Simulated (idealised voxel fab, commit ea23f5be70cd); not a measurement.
This is a process module. Its name is voxel wiring stack.
FYI the section here is cut, 205 nm wide, cells are 5 nm squares.
Bands, listed from the top down, are how a cross-section gets written in this document; the cross-section itself is a grid of square cells, and a band is one or more rows of them. Heights first: top, then bottom, in nm. Then materials, left to right, each with a width in nm. "all across" on a single material: fills the band edge to edge. "empty": empty space. Height 0 is the level under which the wafer as received is all one material. The lowest band goes on downwards, as in "0..down". It should be noted that a width expressed as "30..40" varies in equal increments from row to row of cells within the band, taking the value of the first number at the top row and that of the second number at the bottom row. Step marked "remained the same"? Then no cell in the cross-section changed in it. In the "Enclosed void catalog" entry, you get each enclosed empty space of 8 cells or more, one with no open way to the top, written width x height at distance, distance from the left edge, in nm. What comes after the settings on a step's line is commentary from the simulator itself on that step. A step's line can hold "overlay nm"; with a mask on that step, the setting says how far right of the planned place the mask lay, while a negative setting says it lay to the left.
-- List of planned process steps
| 1 | RECEIVE | material Si |
| 2 | CONFORMAL_DEP | material SiO2 | thk nm 15 |
| 3 | DIRECTIONAL_DEP | material TiN | thk nm 5 |
| 4 | DIRECTIONAL_DEP | material W | thk nm 25 |
| 5 | PATTERN | tone cover | mask id METAL_1 | material resist | width nm 30 | pitch nm 55 | thk nm 15 | overlay nm 0 |
| 6 | DIRECTIONAL_ETCH | etch materials W | depth nm 25 |
| 7 | DIRECTIONAL_ETCH | etch materials TiN | depth nm 5 |
| 8 | STRIP | etch materials resist |
| 9 | FILL_DEP | material lowk | thk nm 5 |
| 10 | CMP | height nm 45 |
| 11 | CONFORMAL_DEP | material SiCN | thk nm 5 |
| 12 | DIRECTIONAL_DEP | material SiO2 | thk nm 20 |
| 13 | DIRECTIONAL_DEP | material aC | thk nm 10 |
| 14 | PATTERN | tone open | mask id PLUG_1 | material resist | width nm 15 | pitch nm 110 | thk nm 30 | overlay nm 0 |
| 15 | DIRECTIONAL_ETCH | etch materials aC | depth nm 10 |
| 16 | STRIP | etch materials resist |
| 17 | DIRECTIONAL_ETCH | etch materials SiO2 | depth nm 20 |
| 18 | DIRECTIONAL_ETCH | etch materials SiCN | depth nm 5 |
| 19 | STRIP | etch materials aC |
| 20 | CONFORMAL_DEP | material TiN | thk nm 5 |
| 21 | FILL_DEP | material W | thk nm 5 |
| 22 | CMP | height nm 70 |
| 23 | DIRECTIONAL_DEP | material TiN | thk nm 5 |
| 24 | DIRECTIONAL_DEP | material W | thk nm 15 |
| 25 | PATTERN | tone cover | mask id METAL_2 | material resist | width nm 30 | pitch nm 55 | thk nm 20 | overlay nm 0 |
| 26 | DIRECTIONAL_ETCH | etch materials W | depth nm 15 |
| 27 | DIRECTIONAL_ETCH | etch materials TiN | depth nm 5 |
| 28 | STRIP | etch materials resist |
| 29 | FILL_DEP | material SiO2 | thk nm 10 |
| 30 | CMP | height nm 90 |
| 31 | CONFORMAL_DEP | material SiCN | thk nm 5 |
| 32 | DIRECTIONAL_DEP | material lowk | thk nm 30 |
| 33 | PATTERN | tone open | mask id METAL_3_HOLES | material resist | width nm 15 | pitch nm 55 | thk nm 20 | overlay nm 0 |
| 34 | DIRECTIONAL_ETCH | etch materials lowk | depth nm 30 |
| 35 | STRIP | etch materials resist |
| 36 | MASKED_ETCH | tone open | mask id METAL_3 | width nm 30 | pitch nm 55 | etch materials lowk | depth nm 15 | overlay nm 0 |
| 37 | MASKED_ETCH | tone open | mask id METAL_3 | width nm 30 | pitch nm 55 | etch materials SiCN | depth nm 5 | overlay nm 0 |
| 38 | CONFORMAL_DEP | material TiN | thk nm 5 |
| 39 | FILL_DEP | material Ru | thk nm 10 |
| 40 | CMP | height nm 125 |
| 41 | CONFORMAL_DEP | material SiN | thk nm 5 |
-- as received, after step 1
  0..down = Si all across
  Enclosed void catalog: none
-- Cross-sectional result after module completion. Note: starting condition and plan are unchanged from above; one processing mistake was made
  130..125 = SiN all across
  125..95 = SiO2 all across
  95..90 = SiCN all across
  90..75 = SiO2=30 / W=30 / SiO2=25 / W=30 / SiO2=25 / W=30 / SiO2=35
  75..70 = SiO2=30 / TiN=30 / SiO2=25 / TiN=30 / SiO2=25 / TiN=30 / SiO2=35
  70..50 = SiO2=30 / TiN=5 / W=5 / TiN=5 / SiO2=95 / TiN=5 / W=5 / TiN=5 / SiO2=50
  50..45 = SiCN=30 / TiN=15 / SiCN=95 / TiN=15 / SiCN=50
  45..20 = lowk=30 / W=30 / lowk=25 / W=30 / lowk=25 / W=30 / lowk=35
  20..15 = lowk=30 / TiN=30 / lowk=25 / TiN=30 / lowk=25 / TiN=30 / lowk=35
  15..0 = SiO2 all across
  0..down = Si all across
  Enclosed void catalog: none
What was the processing mistake? step 32 ran as: DIRECTIONAL_DEP | material SiO2 | thk nm 30
